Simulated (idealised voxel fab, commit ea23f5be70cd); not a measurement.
Process module heading - voxel fin reveal
The cross-section shown here is cut; it is 295 nm wide and divided into square cells measuring 5 nm on a side.
Cross-section spec: square-cell grid; bands listed top down; each band is one or more rows.
Band: top and bottom heights (nm) first, top before bottom; then materials from left to right, widths in nm. "full width" marks a sole material filling the band edge to edge. "air" denotes empty space.
The level at which height equals 0 is the one under which the wafer, as it arrives, is entirely one material. No lower edge exists for the bottom band, which continues downward and is notated as in "z 0 and below".
With a width like "30 to 40", each row of cells in the band differs from the next by the same amount, the top row carrying the first number and the bottom row the second.
"nothing different" means the step left every cell of the cross-section as it was.
Empty spaces counting at least 8 cells and having no open way to the top are listed in "Enclosed internal cavities". The notation width x height at distance is used for each, the distance being from the left edge and all three values in nm.
Note: text after step settings on the step line = simulator remark on that step.
"overlay nm", when on a step's line for a step with a mask, measures how far to the right of its planned place the mask lay; a negative measure means to the left.

Steps in the process plan:
1) RECEIVE with material Si
2) CONFORMAL_DEP with material SiN, thk nm 10
3) PATTERN with tone cover, mask id FINS, material resist, width nm 15, pitch nm 40, thk nm 20, overlay nm 0
4) DIRECTIONAL_ETCH with etch materials SiN, depth nm 10
5) DIRECTIONAL_ETCH with etch materials Si, depth nm 30
6) STRIP with etch materials resist
7) FILL_DEP with material SiO2, thk nm 5
8) CMP with height nm 10
9) SELECTIVE_ETCH with etch materials SiO2, depth nm 25
10) STRIP with etch materials SiN
11) CONFORMAL_DEP with material SiO2, thk nm 5

As received (post step 1): cross-section:
	z 0 and below  Si full width
	Enclosed internal cavities: none

End-of-module cross-section. Starting structure and process plan as above; one mistake made in running it:
	z 5 to 0  air: 90 / SiO2: 35 / air: 5 / SiO2: 35 / air: 5 / SiO2: 35 / air: 90
	z 0 to -10  air: 90 / SiO2: 5 / Si: 25 / SiO2: 5 / air: 5 / SiO2: 5 / Si: 25 / SiO2: 5 / air: 5 / SiO2: 5 / Si: 25 / SiO2: 5 / air: 90
	z -10 to -30  SiO2: 95 / Si: 25 / SiO2: 15 / Si: 25 / SiO2: 15 / Si: 25 / SiO2: 95
	z -30 and below  Si full width
	Enclosed internal cavities: none
It is concluded that the wafer was processed incorrectly with respect to the plan, in that step 3 off recipe, ran as PATTERN with tone cover, mask id FINS, material resist, width nm 25, pitch nm 40, thk nm 20, overlay nm 0
